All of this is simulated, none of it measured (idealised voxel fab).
process module | voxel self aligned vias
cross-section cut | 240 nm wide | cells 5 nm
A cross-section is a grid of square cells, given in bands from the top down. A band is one or more rows of cells.
Each band's line starts with the height of the band's top and of its bottom, in nm. Then come its materials from left to right, each with its width in nm. One material with "throughout" fills the band from edge to edge. "air" is empty space.
Height 0 is the level under which the wafer as received is all one material. The lowest band goes on downwards, as in "0 down".
A width such as "30 to 40" changes by the same amount from each row of cells to the next, from the band's top row to its bottom row.
"no change" after a step means that no cell of the cross-section changed.
closed voids: empty space of 8 cells or more with no open way to the top, each as width x height at its distance from the left edge, in nm
after a step's settings: what the simulator itself notes on the step
overlay nm, on a step with a mask: how far to the right of its planned place the mask lay; to the left if negative
plan
1 op RECEIVE | material Si
2 op CONFORMAL_DEP | material SiO2 | thk nm 10
3 op CONFORMAL_DEP | material SiCN | thk nm 5
4 op DIRECTIONAL_DEP | material lowk | thk nm 25
5 op PATTERN | tone open | mask id LINES | material resist | width nm 25 | pitch nm 60 | thk nm 20 | overlay nm 0
6 op DIRECTIONAL_ETCH | etch materials lowk | depth nm 25
7 op STRIP | etch materials resist
8 op CONFORMAL_DEP | material TiN | thk nm 5
9 op FILL_DEP | material W | thk nm 5
10 op CMP | height nm 40
11 op SELECTIVE_ETCH | etch materials W Ru TiN | depth nm 10
12 op FILL_DEP | material SiN | thk nm 10
13 op CMP | height nm 40
14 op DIRECTIONAL_DEP | material lowk | thk nm 20
15 op DIRECTIONAL_DEP | material aC | thk nm 10
16 op PATTERN | tone open | mask id VIAS | material resist | width nm 45 | pitch nm 120 | thk nm 30 | overlay nm 0
17 op DIRECTIONAL_ETCH | etch materials aC | depth nm 10
18 op STRIP | etch materials resist
19 op DIRECTIONAL_ETCH | etch materials lowk | depth nm 20
20 op DIRECTIONAL_ETCH | etch materials SiN | depth nm 10
21 op STRIP | etch materials aC
22 op CONFORMAL_DEP | material TiN | thk nm 5
23 op FILL_DEP | material Cu | thk nm 5
24 op CMP | height nm 60
25 op CONFORMAL_DEP | material SiN | thk nm 5
as received, after step 1
  0 down: Si throughout
  closed voids: none
a wafer at the end: this start, this plan, one mistake
  75 to 60: SiN throughout
  60 to 45: lowk 35 | TiN 5 | Cu 35 | TiN 5 | lowk 75 | TiN 5 | Cu 35 | TiN 5 | lowk 40
  45 to 40: lowk 35 | TiN 15 | Cu 15 | TiN 15 | lowk 75 | TiN 15 | Cu 15 | TiN 15 | lowk 40
  40 to 35: lowk 45 | TiN 5 | Cu 15 | TiN 5 | lowk 35 | SiN 25 | lowk 35 | TiN 5 | Cu 15 | TiN 5 | lowk 50
  35 to 30: lowk 45 | TiN 25 | lowk 35 | SiN 25 | lowk 35 | TiN 25 | lowk 50
  30 to 20: lowk 45 | TiN 5 | W 15 | TiN 5 | lowk 35 | TiN 5 | W 15 | TiN 5 | lowk 35 | TiN 5 | W 15 | TiN 5 | lowk 50
  20 to 15: lowk 45 | TiN 25 | lowk 35 | TiN 25 | lowk 35 | TiN 25 | lowk 50
  15 to 10: SiCN throughout
  10 to 0: SiO2 throughout
  0 down: Si throughout
  closed voids: none
what went wrong: step 25 ran as: op CONFORMAL_DEP | material SiN | thk nm 15
